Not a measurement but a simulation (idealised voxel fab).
process module | voxel quadruple lines
cross-section cut | 260 nm wide | cells 5 nm
A cross-section is a grid of square cells, given in bands from the top down. A band is one or more rows of cells.
Each band's line starts with the height of the band's top and of its bottom, in nm. Then come its materials from left to right, each with its width in nm. One material with "throughout" fills the band from edge to edge. "air" is empty space.
Height 0 is the level under which the wafer as received is all one material. The lowest band goes on downwards, as in "0 down".
A width such as "30 to 40" changes by the same amount from each row of cells to the next, from the band's top row to its bottom row.
"no change" after a step means that no cell of the cross-section changed.
closed voids: empty space of 8 cells or more with no open way to the top, each as width x height at its distance from the left edge, in nm
after a step's settings: what the simulator itself notes on the step
overlay nm, on a step with a mask: how far to the right of its planned place the mask lay; to the left if negative
plan
1 op RECEIVE | material Si
2 op CONFORMAL_DEP | material SiO2 | thk nm 5
3 op DIRECTIONAL_DEP | material Ru | thk nm 10
4 op DIRECTIONAL_DEP | material polySi | thk nm 15
5 op DIRECTIONAL_DEP | material aC | thk nm 20
6 op PATTERN | tone cover | mask id MANDREL | material resist | width nm 35 | thk nm 25 | overlay nm 0
7 op DIRECTIONAL_ETCH | etch materials aC | depth nm 20
8 op STRIP | etch materials resist
9 op CONFORMAL_DEP | material SiO2 | thk nm 15
10 op DIRECTIONAL_ETCH | etch materials SiO2 | depth nm 15
11 op STRIP | etch materials aC
12 op DIRECTIONAL_ETCH | etch materials polySi | depth nm 15
13 op STRIP | etch materials SiO2
14 op CONFORMAL_DEP | material SiCN | thk nm 10
15 op DIRECTIONAL_ETCH | etch materials SiCN | depth nm 10
16 op STRIP | etch materials polySi
17 op DIRECTIONAL_ETCH | etch materials Ru | depth nm 10
18 op STRIP | etch materials SiCN
first wafer, as planned
as received, after step 1
  0 down: Si throughout
  closed voids: none
after step 2
  5 to 0: SiO2 throughout
  below 0: unchanged
after step 3
  15 to 5: Ru throughout
  below 5: unchanged
after step 4
  30 to 15: polySi throughout
  below 15: unchanged
after step 5
  50 to 30: aC throughout
  below 30: unchanged
after step 6
  75 to 50: air 110 | resist 35 | air 115
  below 50: unchanged
after step 7
  55 to 50: air 110 | resist 35 | air 115
  50 to 30: air 110 | aC 35 | air 115
  below 30: unchanged
after step 8
  50 to 30: air 110 | aC 35 | air 115
  below 30: unchanged
after step 9
  65 to 50: air 95 | SiO2 65 | air 100
  50 to 45: air 95 | SiO2 15 | aC 35 | SiO2 15 | air 100
  45 to 30: SiO2 110 | aC 35 | SiO2 115
  below 30: unchanged
after step 10
  50 to 30: air 95 | SiO2 15 | aC 35 | SiO2 15 | air 100
  below 30: unchanged
after step 11
  50 to 30: air 95 | SiO2 15 | air 35 | SiO2 15 | air 100
  below 30: unchanged
after step 12
  50 to 30: air 95 | SiO2 15 | air 35 | SiO2 15 | air 100
  30 to 15: air 95 | polySi 15 | air 35 | polySi 15 | air 100
  below 15: unchanged
after step 13
  30 to 15: air 95 | polySi 15 | air 35 | polySi 15 | air 100
  below 15: unchanged
after step 14
  40 to 30: air 85 | SiCN 35 | air 15 | SiCN 35 | air 90
  30 to 25: air 85 | SiCN 10 | polySi 15 | SiCN 10 | air 15 | SiCN 10 | polySi 15 | SiCN 10 | air 90
  25 to 15: SiCN 95 | polySi 15 | SiCN 35 | polySi 15 | SiCN 100
  below 15: unchanged
after step 15
  30 to 15: air 85 | SiCN 10 | polySi 15 | SiCN 10 | air 15 | SiCN 10 | polySi 15 | SiCN 10 | air 90
  below 15: unchanged
after step 16
  30 to 15: air 85 | SiCN 10 | air 15 | SiCN 10 | air 15 | SiCN 10 | air 15 | SiCN 10 | air 90
  below 15: unchanged
after step 17
  30 to 15: air 85 | SiCN 10 | air 15 | SiCN 10 | air 15 | SiCN 10 | air 15 | SiCN 10 | air 90
  15 to 5: air 85 | Ru 10 | air 15 | Ru 10 | air 15 | Ru 10 | air 15 | Ru 10 | air 90
  below 5: unchanged
after step 18
  15 to 5: air 85 | Ru 10 | air 15 | Ru 10 | air 15 | Ru 10 | air 15 | Ru 10 | air 90
  below 5: unchanged
second wafer: like start, like plan, one mistake. Through step 1 it matches the first wafer
when step 2 should have ended: no change
when step 3 should have ended
  10 to 0: Ru throughout
  below 0: unchanged
when step 4 should have ended
  25 to 10: polySi throughout
  below 10: unchanged
when step 5 should have ended
  45 to 25: aC throughout
  below 25: unchanged
when step 6 should have ended
  70 to 45: air 110 | resist 35 | air 115
  below 45: unchanged
when step 7 should have ended
  50 to 45: air 110 | resist 35 | air 115
  45 to 25: air 110 | aC 35 | air 115
  below 25: unchanged
when step 8 should have ended
  45 to 25: air 110 | aC 35 | air 115
  below 25: unchanged
when step 9 should have ended
  60 to 45: air 95 | SiO2 65 | air 100
  45 to 40: air 95 | SiO2 15 | aC 35 | SiO2 15 | air 100
  40 to 25: SiO2 110 | aC 35 | SiO2 115
  below 25: unchanged
when step 10 should have ended
  45 to 25: air 95 | SiO2 15 | aC 35 | SiO2 15 | air 100
  below 25: unchanged
when step 11 should have ended
  45 to 25: air 95 | SiO2 15 | air 35 | SiO2 15 | air 100
  below 25: unchanged
when step 12 should have ended
  45 to 25: air 95 | SiO2 15 | air 35 | SiO2 15 | air 100
  25 to 10: air 95 | polySi 15 | air 35 | polySi 15 | air 100
  below 10: unchanged
when step 13 should have ended
  25 to 10: air 95 | polySi 15 | air 35 | polySi 15 | air 100
  below 10: unchanged
when step 14 should have ended
  35 to 25: air 85 | SiCN 35 | air 15 | SiCN 35 | air 90
  25 to 20: air 85 | SiCN 10 | polySi 15 | SiCN 10 | air 15 | SiCN 10 | polySi 15 | SiCN 10 | air 90
  20 to 10: SiCN 95 | polySi 15 | SiCN 35 | polySi 15 | SiCN 100
  below 10: unchanged
when step 15 should have ended
  25 to 10: air 85 | SiCN 10 | polySi 15 | SiCN 10 | air 15 | SiCN 10 | polySi 15 | SiCN 10 | air 90
  below 10: unchanged
when step 16 should have ended
  25 to 10: air 85 | SiCN 10 | air 15 | SiCN 10 | air 15 | SiCN 10 | air 15 | SiCN 10 | air 90
  below 10: unchanged
when step 17 should have ended
  25 to 10: air 85 | SiCN 10 | air 15 | SiCN 10 | air 15 | SiCN 10 | air 15 | SiCN 10 | air 90
  10 to 0: air 85 | Ru 10 | air 15 | Ru 10 | air 15 | Ru 10 | air 15 | Ru 10 | air 90
  below 0: unchanged
when step 18 should have ended
  10 to 0: air 85 | Ru 10 | air 15 | Ru 10 | air 15 | Ru 10 | air 15 | Ru 10 | air 90
  below 0: unchanged
what went wrong: step 2 was left out
at the end the second wafer has, in cells: 52 fewer of SiO2
